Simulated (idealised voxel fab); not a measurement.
The process module presented herein is designated voxel fin reveal.
We display cut, a cross-section 255 nm in width whose square cells are each 5 nm.
Square cells in a grid make up a cross-section in this document, and the grid is given as bands, listed from the top down, each one or more rows of cells. It is stipulated that each band's entry specify, in nanometres, the height of the top of the band and then that of its bottom, followed by the materials of the band in left-to-right sequence, each together with its width in nanometres. A single material marked by the word "throughout" is understood to fill the band from edge to edge; the word "air" is understood to denote empty space. For the purposes of this specification, 0 denotes the height below which the wafer in its as-received condition is composed wholly of one material, and the lowermost band, lacking a lower limit, extends downward without end, as expressed in "0 nm and below". You'd read "30 to 40" like this: the band's top row of cells is as wide as the first number, its bottom row is as wide as the second, and going down, every row changes width by the same amount as the row before did. "identical to before" means the step left every cell of the cross-section as it was. "Enclosed void inventory" contains a list of empty spaces, each no smaller than 8 cells and without an open way to the top, written in the form width x height at distance with the distance from the left edge and all three in nm. Formally, on a step line, whatever follows the settings is a remark that the simulator itself makes on the step. For masked steps, "overlay nm" on the step line gives how far right of plan the mask actually lay; a minus sign means it lay to the left.

Steps planned for the process:
1 RECEIVE,material Si
2 CONFORMAL_DEP,material SiN,thk nm 5
3 PATTERN,tone cover,mask id FINS,material resist,width nm 15,pitch nm 45,thk nm 15,overlay nm 0
4 DIRECTIONAL_ETCH,etch materials SiN,depth nm 5
5 DIRECTIONAL_ETCH,etch materials Si,depth nm 30
6 STRIP,etch materials resist
7 FILL_DEP,material SiO2,thk nm 5
8 CMP,height nm 5
9 SELECTIVE_ETCH,etch materials SiO2,depth nm 15
10 STRIP,etch materials SiN

Shown in cross-section is the wafer as received, that is, as it stands after step 1:
  0 nm and below = Si throughout
  Enclosed void inventory: none

Sectioned view, first of two wafers, at the close of the module, processed as intended in the plan:
  0 nm to -10 nm = air: 50 | Si: 15 | air: 30 | Si: 15 | air: 30 | Si: 15 | air: 30 | Si: 15 | air: 55
  -10 nm to -30 nm = SiO2: 50 | Si: 15 | SiO2: 30 | Si: 15 | SiO2: 30 | Si: 15 | SiO2: 30 | Si: 15 | SiO2: 55
  -30 nm and below = Si throughout
  Enclosed void inventory: none

Cross-section, wafer two of two, end of module: same start and plan as wafer one, one error in execution:
  0 nm to -30 nm = air: 50 | Si: 15 | air: 30 | Si: 15 | air: 30 | Si: 15 | air: 30 | Si: 15 | air: 55
  -30 nm and below = Si throughout
  Enclosed void inventory: none
In executing the process, a mistake was made relative to the plan: step 7, actual vs plan mismatch, actual run FILL_DEP,material SiN,thk nm 5
Wrapping up, a cell-based count of both wafers puts the second over or under the first for these materials: -156 SiO2
